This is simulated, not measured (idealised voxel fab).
process module | voxel fin reveal
cross-section cut | 220 nm wide | cells 5 nm
A cross-section is a grid of square cells, given in bands from the top down. A band is one or more rows of cells.
Each band's line starts with the height of the band's top and of its bottom, in nm. Then come its materials from left to right, each with its width in nm. One material with "throughout" fills the band from edge to edge. "air" is empty space.
Height 0 is the level under which the wafer as received is all one material. The lowest band goes on downwards, as in "0 down".
A width such as "30 to 40" changes by the same amount from each row of cells to the next, from the band's top row to its bottom row.
"no change" after a step means that no cell of the cross-section changed.
closed voids: empty space of 8 cells or more with no open way to the top, each as width x height at its distance from the left edge, in nm
after a step's settings: what the simulator itself notes on the step
overlay nm, on a step with a mask: how far to the right of its planned place the mask lay; to the left if negative
plan
1 op RECEIVE | material Si
2 op CONFORMAL_DEP | material SiN | thk nm 10
3 op MASKED_ETCH | tone cover | mask id FINS | width nm 15 | pitch nm 35 | etch materials SiN | depth nm 10 | overlay nm 0
4 op MASKED_ETCH | tone cover | mask id FINS | width nm 15 | pitch nm 35 | etch materials Si | depth nm 40 | overlay nm 0
5 op OXIDIZE | depth nm 5
6 op FILL_DEP | material SiO2 | thk nm 15
7 op CMP | height nm 0
8 op SELECTIVE_ETCH | etch materials SiO2 | depth nm 30
9 op STRIP | etch materials SiN
varied across the wafers: height nm of step 7. The plan shows the first wafer's value. All wafers start alike
first wafer as received, after step 1
  0 down: Si throughout
  closed voids: none
first wafer at the end, after step 9
  0 to -30: air 70 | Si 5 | air 30 | Si 5 | air 30 | Si 5 | air 75
  -30 to -45: SiO2 70 | Si 5 | SiO2 30 | Si 5 | SiO2 30 | Si 5 | SiO2 75
  -45 down: Si throughout
  closed voids: none
last wafer at the end
  0 to -5: air 70 | Si 5 | air 30 | Si 5 | air 30 | Si 5 | air 75
  -5 to -45: SiO2 70 | Si 5 | SiO2 30 | Si 5 | SiO2 30 | Si 5 | SiO2 75
  -45 down: Si throughout
  closed voids: none
each wafer at the end: cells of each material gained (+) or lost (-) since it was received, then its closed voids
height nm 0 | -369 Si | +123 SiO2 | closed voids: none
height nm 5 | -369 Si | +164 SiO2 | closed voids: none
height nm 10 | -369 Si | +205 SiO2 | closed voids: none
height nm 15 | -369 Si | +246 SiO2 | closed voids: none
height nm 20 | -369 Si | +287 SiO2 | closed voids: none
height nm 25 | -369 Si | +328 SiO2 | closed voids: none
